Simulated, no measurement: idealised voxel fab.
Process module in this document: voxel capacitor over wiring
We display cut, a cross-section 300 nm in width whose square cells are each 5 nm.
A cross-section in this document is a grid of square cells, and it is written down as bands, the top band listed before the ones below it; a band is made up of one or more rows of cells. The entry gives the band's vertical extent as a top height and a bottom height in nm, then its horizontal make-up as materials from left to right, each with a width in nm. "blank" stands for empty space; a single material marked "full width" fills the band edge to edge. Zero point of the height axis is 0; under it, received wafer = one material. Lowest band: continues down indefinitely, "0 nm and below". The two numbers in a width such as "30->40" mark its ends across the band: the first belongs to the top row of cells, the second to the bottom row, and from each row to the next the width moves by the same amount. Basically "stayed the same" means that step didn't change any cell in the cross-section. For the entry "Entrapped voids", the listed items are empty spaces with no open way to the top whose size is 8 cells or more; each item follows the pattern width x height at distance, where distance is from the left edge and all three are in nm. It should be noted that, on the line of a given step, the content following the step's settings is a remark produced by the simulator itself with respect to that step. overlay nm: for a step with a mask, the amount by which the mask lay right of where it was planned; a negative amount means left of it.
The steps planned for the process are as follows:
1) RECEIVE,material Si
2) CONFORMAL_DEP,material SiO2,thk nm 10
3) DIRECTIONAL_DEP,material TiN,thk nm 5
4) DIRECTIONAL_DEP,material W,thk nm 25
5) PATTERN,tone cover,mask id METAL_1,material resist,width nm 20,pitch nm 85,thk nm 20,overlay nm 0
6) DIRECTIONAL_ETCH,etch materials W,depth nm 25
7) DIRECTIONAL_ETCH,etch materials TiN,depth nm 5
8) STRIP,etch materials resist
9) FILL_DEP,material SiO2,thk nm 10
10) CMP,height nm 40
11) CONFORMAL_DEP,material SiCN,thk nm 5
12) DIRECTIONAL_DEP,material SiO2,thk nm 20
13) DIRECTIONAL_DEP,material aC,thk nm 15
14) PATTERN,tone open,mask id PLUG_1,material resist,width nm 15,thk nm 35,overlay nm 0
15) DIRECTIONAL_ETCH,etch materials aC,depth nm 15
16) STRIP,etch materials resist
17) DIRECTIONAL_ETCH,etch materials SiO2,depth nm 20
18) DIRECTIONAL_ETCH,etch materials SiCN,depth nm 5
19) STRIP,etch materials aC
20) CONFORMAL_DEP,material TiN,thk nm 5
21) FILL_DEP,material Cu,thk nm 10
22) CMP,height nm 65
23) DIRECTIONAL_DEP,material TiN,thk nm 10
24) DIRECTIONAL_DEP,material Al2O3,thk nm 5
25) DIRECTIONAL_DEP,material TiN,thk nm 5
26) DIRECTIONAL_DEP,material aC,thk nm 10
27) PATTERN,tone cover,mask id UPPER_PLATE,material resist,width nm 70,thk nm 30,overlay nm 0
28) DIRECTIONAL_ETCH,etch materials aC,depth nm 10
29) STRIP,etch materials resist
30) DIRECTIONAL_ETCH,etch materials TiN,depth nm 5
31) DIRECTIONAL_ETCH,etch materials Al2O3,depth nm 5
32) STRIP,etch materials aC
33) DIRECTIONAL_DEP,material aC,thk nm 10
34) PATTERN,tone cover,mask id LOWER_PLATE,material resist,width nm 80,thk nm 30,overlay nm 0
35) DIRECTIONAL_ETCH,etch materials aC,depth nm 10
36) STRIP,etch materials resist
37) DIRECTIONAL_ETCH,etch materials TiN,depth nm 10
38) STRIP,etch materials aC
39) FILL_DEP,material SiO2,thk nm 20
40) CMP,height nm 100
41) PATTERN,tone open,mask id PLUG_2,material resist,width nm 15,thk nm 15,overlay nm 0
42) DIRECTIONAL_ETCH,etch materials SiO2,depth nm 15
43) STRIP,etch materials resist
44) CONFORMAL_DEP,material TiN,thk nm 5
45) FILL_DEP,material W,thk nm 10
46) CMP,height nm 90
47) CONFORMAL_DEP,material SiCN,thk nm 5
Same starting wafers, different height nm at step 46. Plan value belongs to the first wafer.
So this is the first of several wafers, cross-sectioned as it came to us, meaning it's at the end of step 1:
  0 nm and below = Si full width
  Entrapped voids: none
Where each wafer stands at the end of the module, a row apiece: cells of each material gained (+) or lost (-) since it was received, then closed voids:
height nm 90 | +14 Al2O3 | +4 Cu | +117 SiCN | +897 SiO2 | +68 TiN | +40 W | Entrapped voids: none
height nm 95 | +14 Al2O3 | +4 Cu | +117 SiCN | +954 SiO2 | +70 TiN | +41 W | Entrapped voids: none
height nm 100 | +14 Al2O3 | +4 Cu | +117 SiCN | +1011 SiO2 | +72 TiN | +42 W | Entrapped voids: none
height nm 105 | +14 Al2O3 | +4 Cu | +117 SiCN | +1011 SiO2 | +131 TiN | +43 W | Entrapped voids: none
height nm 110 | +14 Al2O3 | +4 Cu | +117 SiCN | +1011 SiO2 | +131 TiN | +103 W | Entrapped voids: none
height nm 115 | +14 Al2O3 | +4 Cu | +117 SiCN | +1011 SiO2 | +131 TiN | +163 W | Entrapped voids: none
